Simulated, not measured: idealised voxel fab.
A process module follows: voxel capacitor over wiring.
For reference, the cross-section in this document is cut, with width 230 nm and square cells of 5 nm.
Cross-section, as written here: a square-cell grid given band by band from the top down, where a band holds one or more rows of cells.
Heights first: top, then bottom, in nm. Then materials, left to right, each with a width in nm. "all across" on a single material: fills the band edge to edge. "empty": empty space.
We count height from 0. Below that, the starting wafer is all one material. The lowest band never ends at the bottom but goes on down; see "z 0 and below" for how that is written.
The width entry "30->40" should be interpreted row by row: the top row of cells in the band takes the first number, the bottom row takes the second number, and the change between adjacent rows is uniform throughout.
Take "remains unaltered" at face value: in the step it is given for, the cross-section changed in none of its cells.
This entry, "Enclosed internal cavities", enumerates those empty regions of no fewer than 8 cells that possess no open connection to the top. Each region is reported in the form width x height at distance, the distance being taken from the left edge, with all three quantities expressed in nm.
The remark found on a step's line after its settings is issued by the simulator itself and pertains to that step.
Among the settings permitted on a step's line is "overlay nm"; applied to a step with a mask, it specifies the extent to which the mask lay to the right of its planned position, whereas a negative figure signifies a position to the left.

[Planned process steps]
1 RECEIVE, material Si
2 CONFORMAL_DEP, material SiO2, thk nm 15
3 DIRECTIONAL_DEP, material TiN, thk nm 5
4 DIRECTIONAL_DEP, material Ru, thk nm 15
5 PATTERN, tone cover, mask id METAL_1, material resist, width nm 25, pitch nm 80, thk nm 20, overlay nm 0
6 DIRECTIONAL_ETCH, etch materials Ru, depth nm 15
7 DIRECTIONAL_ETCH, etch materials TiN, depth nm 5
8 STRIP, etch materials resist
9 FILL_DEP, material lowk, thk nm 10
10 CMP, height nm 35
11 CONFORMAL_DEP, material SiCN, thk nm 5
12 DIRECTIONAL_DEP, material lowk, thk nm 20
13 DIRECTIONAL_DEP, material aC, thk nm 10
14 PATTERN, tone open, mask id PLUG_1, material resist, width nm 15, thk nm 30, overlay nm 0
15 DIRECTIONAL_ETCH, etch materials aC, depth nm 10
16 STRIP, etch materials resist
17 DIRECTIONAL_ETCH, etch materials lowk, depth nm 20
18 DIRECTIONAL_ETCH, etch materials SiCN, depth nm 5
19 STRIP, etch materials aC
20 CONFORMAL_DEP, material TiN, thk nm 5
21 FILL_DEP, material Ru, thk nm 5
22 CMP, height nm 60
23 DIRECTIONAL_DEP, material TiN, thk nm 10
24 DIRECTIONAL_DEP, material Al2O3, thk nm 5
25 DIRECTIONAL_DEP, material TiN, thk nm 5
26 MASKED_ETCH, tone cover, mask id UPPER_PLATE, width nm 60, etch materials TiN, depth nm 5, overlay nm 0
27 MASKED_ETCH, tone cover, mask id UPPER_PLATE, width nm 60, etch materials Al2O3, depth nm 5, overlay nm 0
28 MASKED_ETCH, tone cover, mask id LOWER_PLATE, width nm 70, etch materials TiN, depth nm 10, overlay nm 0
29 FILL_DEP, material SiO2, thk nm 15
30 CMP, height nm 90
31 DIRECTIONAL_DEP, material aC, thk nm 10
32 PATTERN, tone open, mask id PLUG_2, material resist, width nm 15, thk nm 25, overlay nm 0
33 DIRECTIONAL_ETCH, etch materials aC, depth nm 10
34 STRIP, etch materials resist
35 DIRECTIONAL_ETCH, etch materials SiO2, depth nm 10
36 STRIP, etch materials aC
37 CONFORMAL_DEP, material TiN, thk nm 5
38 FILL_DEP, material Ru, thk nm 5
39 CMP, height nm 90
40 CONFORMAL_DEP, material SiCN, thk nm 5

[Below: the first of two wafers, run as planned]

[As received (post step 1): cross-section]
> z 0 and below | Si all across
> Enclosed internal cavities: none

[After step 2: wafer cross-section]
> z 15 to 0 | SiO2 all across
> Below 0, no change.

[After step 3: wafer cross-section]
> z 20 to 15 | TiN all across
> Below 15, no change.

[After step 4: wafer cross-section]
> z 35 to 20 | Ru all across
> Below 20, no change.

[After step 5: wafer cross-section]
> z 55 to 35 | empty: 60, then resist: 25, then empty: 55, then resist: 25, then empty: 65
> Below 35, no change.

[After step 6: wafer cross-section]
> z 55 to 35 | empty: 60, then resist: 25, then empty: 55, then resist: 25, then empty: 65
> z 35 to 20 | empty: 60, then Ru: 25, then empty: 55, then Ru: 25, then empty: 65
> Below 20, no change.

[After step 7: wafer cross-section]
> z 55 to 35 | empty: 60, then resist: 25, then empty: 55, then resist: 25, then empty: 65
> z 35 to 20 | empty: 60, then Ru: 25, then empty: 55, then Ru: 25, then empty: 65
> z 20 to 15 | empty: 60, then TiN: 25, then empty: 55, then TiN: 25, then empty: 65
> Below 15, no change.

[After step 8: wafer cross-section]
> z 35 to 20 | empty: 60, then Ru: 25, then empty: 55, then Ru: 25, then empty: 65
> Below 20, no change.

[After step 9: wafer cross-section]
> z 45 to 35 | lowk all across
> z 35 to 20 | lowk: 60, then Ru: 25, then lowk: 55, then Ru: 25, then lowk: 65
> z 20 to 15 | lowk: 60, then TiN: 25, then lowk: 55, then TiN: 25, then lowk: 65
> Below 15, no change.

[After step 10: wafer cross-section]
> z 35 to 20 | lowk: 60, then Ru: 25, then lowk: 55, then Ru: 25, then lowk: 65
> Below 20, no change.

[After step 11: wafer cross-section]
> z 40 to 35 | SiCN all across
> Below 35, no change.

[After step 12: wafer cross-section]
> z 60 to 40 | lowk all across
> Below 40, no change.

[After step 13: wafer cross-section]
> z 70 to 60 | aC all across
> Below 60, no change.

[After step 14: wafer cross-section]
> z 100 to 70 | resist: 70, then empty: 15, then resist: 145
> Below 70, no change.

[After step 15: wafer cross-section]
> z 90 to 70 | resist: 70, then empty: 15, then resist: 145
> z 70 to 60 | aC: 70, then empty: 15, then aC: 145
> Below 60, no change.

[After step 16: wafer cross-section]
> z 70 to 60 | aC: 70, then empty: 15, then aC: 145
> Below 60, no change.

[After step 17: wafer cross-section]
> z 70 to 60 | aC: 70, then empty: 15, then aC: 145
> z 60 to 40 | lowk: 70, then empty: 15, then lowk: 145
> Below 40, no change.

[After step 18: wafer cross-section]
> z 70 to 60 | aC: 70, then empty: 15, then aC: 145
> z 60 to 40 | lowk: 70, then empty: 15, then lowk: 145
> z 40 to 35 | SiCN: 70, then empty: 15, then SiCN: 145
> Below 35, no change.

[After step 19: wafer cross-section]
> z 60 to 40 | lowk: 70, then empty: 15, then lowk: 145
> Below 40, no change.

[After step 20: wafer cross-section]
> z 65 to 60 | TiN: 75, then empty: 5, then TiN: 150
> z 60 to 40 | lowk: 70, then TiN: 5, then empty: 5, then TiN: 5, then lowk: 145
> z 40 to 35 | SiCN: 70, then TiN: 15, then SiCN: 145
> Below 35, no change.

[After step 21: wafer cross-section]
> z 70 to 65 | Ru all across
> z 65 to 60 | TiN: 75, then Ru: 5, then TiN: 150
> z 60 to 40 | lowk: 70, then TiN: 5, then Ru: 5, then TiN: 5, then lowk: 145
> Below 40, no change.

[After step 22: wafer cross-section]
> z 60 to 40 | lowk: 70, then TiN: 5, then Ru: 5, then TiN: 5, then lowk: 145
> Below 40, no change.

[After step 23: wafer cross-section]
> z 70 to 60 | TiN all across
> Below 60, no change.

[After step 24: wafer cross-section]
> z 75 to 70 | Al2O3 all across
> Below 70, no change.

[After step 25: wafer cross-section]
> z 80 to 75 | TiN all across
> Below 75, no change.

[After step 26: wafer cross-section]
> z 80 to 75 | empty: 70, then TiN: 60, then empty: 100
> Below 75, no change.

[After step 27: wafer cross-section]
> z 80 to 75 | empty: 70, then TiN: 60, then empty: 100
> z 75 to 70 | empty: 70, then Al2O3: 60, then empty: 100
> Below 70, no change.

[After step 28: wafer cross-section]
> z 80 to 75 | empty: 70, then TiN: 60, then empty: 100
> z 75 to 70 | empty: 70, then Al2O3: 60, then empty: 100
> z 70 to 60 | empty: 65, then TiN: 70, then empty: 95
> Below 60, no change.

[After step 29: wafer cross-section]
> z 95 to 80 | SiO2 all across
> z 80 to 75 | SiO2: 70, then TiN: 60, then SiO2: 100
> z 75 to 70 | SiO2: 70, then Al2O3: 60, then SiO2: 100
> z 70 to 60 | SiO2: 65, then TiN: 70, then SiO2: 95
> Below 60, no change.

[After step 30: wafer cross-section]
> z 90 to 80 | SiO2 all across
> Below 80, no change.

[After step 31: wafer cross-section]
> z 100 to 90 | aC all across
> Below 90, no change.

[After step 32: wafer cross-section]
> z 125 to 100 | resist: 80, then empty: 15, then resist: 135
> Below 100, no change.

[After step 33: wafer cross-section]
> z 115 to 100 | resist: 80, then empty: 15, then resist: 135
> z 100 to 90 | aC: 80, then empty: 15, then aC: 135
> Below 90, no change.

[After step 34: wafer cross-section]
> z 100 to 90 | aC: 80, then empty: 15, then aC: 135
> Below 90, no change.

[After step 35: wafer cross-section]
> z 100 to 90 | aC: 80, then empty: 15, then aC: 135
> z 90 to 80 | SiO2: 80, then empty: 15, then SiO2: 135
> Below 80, no change.

[After step 36: wafer cross-section]
> z 90 to 80 | SiO2: 80, then empty: 15, then SiO2: 135
> Below 80, no change.

[After step 37: wafer cross-section]
> z 95 to 90 | TiN: 85, then empty: 5, then TiN: 140
> z 90 to 85 | SiO2: 80, then TiN: 5, then empty: 5, then TiN: 5, then SiO2: 135
> z 85 to 75 | SiO2: 80->70, then TiN: 15->60, then SiO2: 135->100
> Below 75, no change.

[After step 38: wafer cross-section]
> z 100 to 95 | Ru all across
> z 95 to 90 | TiN: 85, then Ru: 5, then TiN: 140
> z 90 to 85 | SiO2: 80, then TiN: 5, then Ru: 5, then TiN: 5, then SiO2: 135
> Below 85, no change.

[After step 39: wafer cross-section]
> z 90 to 85 | SiO2: 80, then TiN: 5, then Ru: 5, then TiN: 5, then SiO2: 135
> Below 85, no change.

[After step 40: wafer cross-section]
> z 95 to 90 | SiCN all across
> Below 90, no change.

[Wafer two of the pair: same origin, same plan, one error during the run; identical to wafer one up to and including step 24]

What the second wafer looks like in cross-section when step 25 should have wrapped up: remains unaltered

What the second wafer looks like in cross-section when step 26 should have wrapped up: remains unaltered

[What the second wafer looks like in cross-section when step 27 should have wrapped up]
> z 75 to 70 | empty: 70, then Al2O3: 60, then empty: 100
> Below 70, no change.

[What the second wafer looks like in cross-section when step 28 should have wrapped up]
> z 75 to 70 | empty: 70, then Al2O3: 60, then empty: 100
> z 70 to 60 | empty: 65, then TiN: 70, then empty: 95
> Below 60, no change.

[What the second wafer looks like in cross-section when step 29 should have wrapped up]
> z 90 to 75 | SiO2 all across
> z 75 to 70 | SiO2: 70, then Al2O3: 60, then SiO2: 100
> z 70 to 60 | SiO2: 65, then TiN: 70, then SiO2: 95
> Below 60, no change.

What the second wafer looks like in cross-section when step 30 should have wrapped up: remains unaltered

[What the second wafer looks like in cross-section when step 31 should have wrapped up]
> z 100 to 90 | aC all across
> Below 90, no change.

[What the second wafer looks like in cross-section when step 32 should have wrapped up]
> z 125 to 100 | resist: 80, then empty: 15, then resist: 135
> Below 100, no change.

[What the second wafer looks like in cross-section when step 33 should have wrapped up]
> z 115 to 100 | resist: 80, then empty: 15, then resist: 135
> z 100 to 90 | aC: 80, then empty: 15, then aC: 135
> Below 90, no change.

[What the second wafer looks like in cross-section when step 34 should have wrapped up]
> z 100 to 90 | aC: 80, then empty: 15, then aC: 135
> Below 90, no change.

[What the second wafer looks like in cross-section when step 35 should have wrapped up]
> z 100 to 90 | aC: 80, then empty: 15, then aC: 135
> z 90 to 80 | SiO2: 80, then empty: 15, then SiO2: 135
> Below 80, no change.

[What the second wafer looks like in cross-section when step 36 should have wrapped up]
> z 90 to 80 | SiO2: 80, then empty: 15, then SiO2: 135
> Below 80, no change.

[What the second wafer looks like in cross-section when step 37 should have wrapped up]
> z 95 to 90 | TiN: 85, then empty: 5, then TiN: 140
> z 90 to 85 | SiO2: 80, then TiN: 5, then empty: 5, then TiN: 5, then SiO2: 135
> z 85 to 80 | SiO2: 80, then TiN: 15, then SiO2: 135
> Below 80, no change.

[What the second wafer looks like in cross-section when step 38 should have wrapped up]
> z 100 to 95 | Ru all across
> z 95 to 90 | TiN: 85, then Ru: 5, then TiN: 140
> z 90 to 85 | SiO2: 80, then TiN: 5, then Ru: 5, then TiN: 5, then SiO2: 135
> Below 85, no change.

[What the second wafer looks like in cross-section when step 39 should have wrapped up]
> z 90 to 85 | SiO2: 80, then TiN: 5, then Ru: 5, then TiN: 5, then SiO2: 135
> Below 85, no change.

[What the second wafer looks like in cross-section when step 40 should have wrapped up]
> z 95 to 90 | SiCN all across
> Below 90, no change.
What went wrong in running the wafer? the plan's step 25 went unexecuted, having been skipped
Final comparison by cell count, materials where the second wafer has more or fewer than the first: SiO2: 12 more, TiN: 12 fewer
